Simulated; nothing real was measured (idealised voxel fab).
Process module, titled voxel self aligned vias
Square cell edge 5 nm, section width 295 nm, ID cut.
When this document writes out a cross-section, it uses a grid of square cells and lists it as bands, beginning at the top and moving down, with a band standing for one or more rows of cells. The band entry comprises the height of the band's top followed by the height of its bottom, expressed in nm, and subsequently the band's materials from left to right, each stated together with its width in nm. Where a single material is marked with the word "throughout", that material fills the band from edge to edge. The word "blank" represents empty space. Basically, 0 is our baseline, since under it the wafer straight out of the box is all one material. The bottom band has no lower end and keeps on going down, so it looks like "top 0, no bottom". Read "30..40" as a graded width: first number on top, second number at the bottom, same change between each pair of neighbouring rows. The designation "no modification", where it is given for a processing step, indicates that no cell of the cross-section was altered in the course of that step. "Fully enclosed voids" contains a list of empty spaces, each no smaller than 8 cells and without an open way to the top, written in the form width x height at distance with the distance from the left edge and all three in nm. On each step's line, the part that comes after the settings is the simulator's own comment on the step. "overlay nm" on a masked step: distance the mask lay right of its planned place, negative for left.
PLAN
| 1 | op RECEIVE | material Si |
| 2 | op CONFORMAL_DEP | material SiO2 | thk nm 10 |
| 3 | op CONFORMAL_DEP | material SiCN | thk nm 5 |
| 4 | op DIRECTIONAL_DEP | material lowk | thk nm 25 |
| 5 | op DIRECTIONAL_DEP | material aC | thk nm 10 |
| 6 | op PATTERN | tone open | mask id LINES | material resist | width nm 25 | pitch nm 50 | thk nm 30 | overlay nm 0 |
| 7 | op DIRECTIONAL_ETCH | etch materials aC | depth nm 10 |
| 8 | op STRIP | etch materials resist |
| 9 | op DIRECTIONAL_ETCH | etch materials lowk | depth nm 25 |
| 10 | op STRIP | etch materials aC |
| 11 | op CONFORMAL_DEP | material TiN | thk nm 5 |
| 12 | op FILL_DEP | material Ru | thk nm 5 |
| 13 | op CMP | height nm 40 |
| 14 | op SELECTIVE_ETCH | etch materials W Ru TiN | depth nm 5 |
| 15 | op FILL_DEP | material SiN | thk nm 10 |
| 16 | op CMP | height nm 40 |
| 17 | op DIRECTIONAL_DEP | material lowk | thk nm 15 |
| 18 | op PATTERN | tone open | mask id VIAS | material resist | width nm 35 | thk nm 15 | overlay nm 0 |
| 19 | op DIRECTIONAL_ETCH | etch materials lowk | depth nm 15 |
| 20 | op DIRECTIONAL_ETCH | etch materials SiN | depth nm 5 |
| 21 | op STRIP | etch materials resist |
| 22 | op CONFORMAL_DEP | material TiN | thk nm 5 |
| 23 | op FILL_DEP | material Cu | thk nm 10 |
| 24 | op CMP | height nm 55 |
| 25 | op CONFORMAL_DEP | material SiCN | thk nm 5 |
FIRST OUT OF TWO WAFERS; RUN WENT TO PLAN
AS RECEIVED, AFTER STEP 1
> top 0, no bottom  Si throughout
> Fully enclosed voids: none
STEP 2 COMPLETE: CROSS-SECTION THROUGH THE WAFER
> top 10, bottom 0  SiO2 throughout
> For the remainder of the cross-section, below 0, there is no change.
STEP 3 COMPLETE: CROSS-SECTION THROUGH THE WAFER
> top 15, bottom 10  SiCN throughout
> For the remainder of the cross-section, below 10, there is no change.
STEP 4 COMPLETE: CROSS-SECTION THROUGH THE WAFER
> top 40, bottom 15  lowk throughout
> For the remainder of the cross-section, below 15, there is no change.
STEP 5 COMPLETE: CROSS-SECTION THROUGH THE WAFER
> top 50, bottom 40  aC throughout
> For the remainder of the cross-section, below 40, there is no change.
STEP 6 COMPLETE: CROSS-SECTION THROUGH THE WAFER
> top 80, bottom 50  resist=110, then blank=25, then resist=25, then blank=25, then resist=110
> For the remainder of the cross-section, below 50, there is no change.
STEP 7 COMPLETE: CROSS-SECTION THROUGH THE WAFER
> top 70, bottom 50  resist=110, then blank=25, then resist=25, then blank=25, then resist=110
> top 50, bottom 40  aC=110, then blank=25, then aC=25, then blank=25, then aC=110
> For the remainder of the cross-section, below 40, there is no change.
STEP 8 COMPLETE: CROSS-SECTION THROUGH THE WAFER
> top 50, bottom 40  aC=110, then blank=25, then aC=25, then blank=25, then aC=110
> For the remainder of the cross-section, below 40, there is no change.
STEP 9 COMPLETE: CROSS-SECTION THROUGH THE WAFER
> top 50, bottom 40  aC=110, then blank=25, then aC=25, then blank=25, then aC=110
> top 40, bottom 15  lowk=110, then blank=25, then lowk=25, then blank=25, then lowk=110
> For the remainder of the cross-section, below 15, there is no change.
STEP 10 COMPLETE: CROSS-SECTION THROUGH THE WAFER
> top 40, bottom 15  lowk=110, then blank=25, then lowk=25, then blank=25, then lowk=110
> For the remainder of the cross-section, below 15, there is no change.
STEP 11 COMPLETE: CROSS-SECTION THROUGH THE WAFER
> top 45, bottom 40  TiN=115, then blank=15, then TiN=35, then blank=15, then TiN=115
> top 40, bottom 20  lowk=110, then TiN=5, then blank=15, then TiN=5, then lowk=25, then TiN=5, then blank=15, then TiN=5, then lowk=110
> top 20, bottom 15  lowk=110, then TiN=25, then lowk=25, then TiN=25, then lowk=110
> For the remainder of the cross-section, below 15, there is no change.
STEP 12 COMPLETE: CROSS-SECTION THROUGH THE WAFER
> top 50, bottom 45  Ru throughout
> top 45, bottom 40  TiN=115, then Ru=15, then TiN=35, then Ru=15, then TiN=115
> top 40, bottom 20  lowk=110, then TiN=5, then Ru=15, then TiN=5, then lowk=25, then TiN=5, then Ru=15, then TiN=5, then lowk=110
> For the remainder of the cross-section, below 20, there is no change.
STEP 13 COMPLETE: CROSS-SECTION THROUGH THE WAFER
> top 40, bottom 20  lowk=110, then TiN=5, then Ru=15, then TiN=5, then lowk=25, then TiN=5, then Ru=15, then TiN=5, then lowk=110
> For the remainder of the cross-section, below 20, there is no change.
STEP 14 COMPLETE: CROSS-SECTION THROUGH THE WAFER
> top 40, bottom 35  lowk=110, then blank=25, then lowk=25, then blank=25, then lowk=110
> For the remainder of the cross-section, below 35, there is no change.
STEP 15 COMPLETE: CROSS-SECTION THROUGH THE WAFER
> top 50, bottom 40  SiN throughout
> top 40, bottom 35  lowk=110, then SiN=25, then lowk=25, then SiN=25, then lowk=110
> For the remainder of the cross-section, below 35, there is no change.
STEP 16 COMPLETE: CROSS-SECTION THROUGH THE WAFER
> top 40, bottom 35  lowk=110, then SiN=25, then lowk=25, then SiN=25, then lowk=110
> For the remainder of the cross-section, below 35, there is no change.
STEP 17 COMPLETE: CROSS-SECTION THROUGH THE WAFER
> top 55, bottom 40  lowk throughout
> For the remainder of the cross-section, below 40, there is no change.
STEP 18 COMPLETE: CROSS-SECTION THROUGH THE WAFER
> top 70, bottom 55  resist=105, then blank=35, then resist=155
> For the remainder of the cross-section, below 55, there is no change.
STEP 19 COMPLETE: CROSS-SECTION THROUGH THE WAFER
> top 70, bottom 55  resist=105, then blank=35, then resist=155
> top 55, bottom 40  lowk=105, then blank=35, then lowk=155
> For the remainder of the cross-section, below 40, there is no change.
STEP 20 COMPLETE: CROSS-SECTION THROUGH THE WAFER
> top 70, bottom 55  resist=105, then blank=35, then resist=155
> top 55, bottom 40  lowk=105, then blank=35, then lowk=155
> top 40, bottom 35  lowk=110, then blank=25, then lowk=25, then SiN=25, then lowk=110
> For the remainder of the cross-section, below 35, there is no change.
STEP 21 COMPLETE: CROSS-SECTION THROUGH THE WAFER
> top 55, bottom 40  lowk=105, then blank=35, then lowk=155
> For the remainder of the cross-section, below 40, there is no change.
STEP 22 COMPLETE: CROSS-SECTION THROUGH THE WAFER
> top 60, bottom 55  TiN=110, then blank=25, then TiN=160
> top 55, bottom 45  lowk=105, then TiN=5, then blank=25, then TiN=5, then lowk=155
> top 45, bottom 40  lowk=105, then TiN=10, then blank=15, then TiN=10, then lowk=155
> top 40, bottom 35  lowk=110, then TiN=25, then lowk=25, then SiN=25, then lowk=110
> For the remainder of the cross-section, below 35, there is no change.
STEP 23 COMPLETE: CROSS-SECTION THROUGH THE WAFER
> top 70, bottom 60  Cu throughout
> top 60, bottom 55  TiN=110, then Cu=25, then TiN=160
> top 55, bottom 45  lowk=105, then TiN=5, then Cu=25, then TiN=5, then lowk=155
> top 45, bottom 40  lowk=105, then TiN=10, then Cu=15, then TiN=10, then lowk=155
> For the remainder of the cross-section, below 40, there is no change.
STEP 24 COMPLETE: CROSS-SECTION THROUGH THE WAFER
> top 55, bottom 45  lowk=105, then TiN=5, then Cu=25, then TiN=5, then lowk=155
> For the remainder of the cross-section, below 45, there is no change.
STEP 25 COMPLETE: CROSS-SECTION THROUGH THE WAFER
> top 60, bottom 55  SiCN throughout
> For the remainder of the cross-section, below 55, there is no change.
SECOND OF TWO: SAME START, SAME PLAN, ONE RUN ERROR; STEPS UP TO AND INCLUDING 11 MATCH THE FIRST
SECOND WAFER, SECTION VIEW, TIME POINT: SCHEDULED END OF STEP 12
> top 50, bottom 45  Cu throughout
> top 45, bottom 40  TiN=115, then Cu=15, then TiN=35, then Cu=15, then TiN=115
> top 40, bottom 20  lowk=110, then TiN=5, then Cu=15, then TiN=5, then lowk=25, then TiN=5, then Cu=15, then TiN=5, then lowk=110
> For the remainder of the cross-section, below 20, there is no change.
SECOND WAFER, SECTION VIEW, TIME POINT: SCHEDULED END OF STEP 13
> top 40, bottom 20  lowk=110, then TiN=5, then Cu=15, then TiN=5, then lowk=25, then TiN=5, then Cu=15, then TiN=5, then lowk=110
> For the remainder of the cross-section, below 20, there is no change.
SECOND WAFER, SECTION VIEW, TIME POINT: SCHEDULED END OF STEP 14
> top 40, bottom 35  lowk=110, then blank=5, then Cu=15, then blank=5, then lowk=25, then blank=5, then Cu=15, then blank=5, then lowk=110
> For the remainder of the cross-section, below 35, there is no change.
SECOND WAFER, SECTION VIEW, TIME POINT: SCHEDULED END OF STEP 15
> top 50, bottom 40  SiN throughout
> top 40, bottom 35  lowk=110, then SiN=5, then Cu=15, then SiN=5, then lowk=25, then SiN=5, then Cu=15, then SiN=5, then lowk=110
> For the remainder of the cross-section, below 35, there is no change.
SECOND WAFER, SECTION VIEW, TIME POINT: SCHEDULED END OF STEP 16
> top 40, bottom 35  lowk=110, then SiN=5, then Cu=15, then SiN=5, then lowk=25, then SiN=5, then Cu=15, then SiN=5, then lowk=110
> For the remainder of the cross-section, below 35, there is no change.
SECOND WAFER, SECTION VIEW, TIME POINT: SCHEDULED END OF STEP 17
> top 55, bottom 40  lowk throughout
> For the remainder of the cross-section, below 40, there is no change.
SECOND WAFER, SECTION VIEW, TIME POINT: SCHEDULED END OF STEP 18
> top 70, bottom 55  resist=105, then blank=35, then resist=155
> For the remainder of the cross-section, below 55, there is no change.
SECOND WAFER, SECTION VIEW, TIME POINT: SCHEDULED END OF STEP 19
> top 70, bottom 55  resist=105, then blank=35, then resist=155
> top 55, bottom 40  lowk=105, then blank=35, then lowk=155
> For the remainder of the cross-section, below 40, there is no change.
SECOND WAFER, SECTION VIEW, TIME POINT: SCHEDULED END OF STEP 20
> top 70, bottom 55  resist=105, then blank=35, then resist=155
> top 55, bottom 40  lowk=105, then blank=35, then lowk=155
> top 40, bottom 35  lowk=110, then blank=5, then Cu=15, then blank=5, then lowk=25, then SiN=5, then Cu=15, then SiN=5, then lowk=110
> For the remainder of the cross-section, below 35, there is no change.
SECOND WAFER, SECTION VIEW, TIME POINT: SCHEDULED END OF STEP 21
> top 55, bottom 40  lowk=105, then blank=35, then lowk=155
> For the remainder of the cross-section, below 40, there is no change.
SECOND WAFER, SECTION VIEW, TIME POINT: SCHEDULED END OF STEP 22
> top 60, bottom 55  TiN=110, then blank=25, then TiN=160
> top 55, bottom 45  lowk=105, then TiN=5, then blank=25, then TiN=5, then lowk=155
> top 45, bottom 40  lowk=105, then TiN=35, then lowk=155
> top 40, bottom 35  lowk=110, then TiN=5, then Cu=15, then TiN=5, then lowk=25, then SiN=5, then Cu=15, then SiN=5, then lowk=110
> For the remainder of the cross-section, below 35, there is no change.
SECOND WAFER, SECTION VIEW, TIME POINT: SCHEDULED END OF STEP 23
> top 70, bottom 60  Cu throughout
> top 60, bottom 55  TiN=110, then Cu=25, then TiN=160
> top 55, bottom 45  lowk=105, then TiN=5, then Cu=25, then TiN=5, then lowk=155
> For the remainder of the cross-section, below 45, there is no change.
SECOND WAFER, SECTION VIEW, TIME POINT: SCHEDULED END OF STEP 24
> top 55, bottom 45  lowk=105, then TiN=5, then Cu=25, then TiN=5, then lowk=155
> For the remainder of the cross-section, below 45, there is no change.
SECOND WAFER, SECTION VIEW, TIME POINT: SCHEDULED END OF STEP 25
> top 60, bottom 55  SiCN throughout
> For the remainder of the cross-section, below 55, there is no change.
So what did we get wrong on this run? step 12 deviated from plan and actually ran as op FILL_DEP | material Cu | thk nm 5
Bottom line after processing is that, in cells, the second wafer is up or down on some materials versus the first: 21 more of Cu | 18 fewer of Ru | 3 fewer of SiN
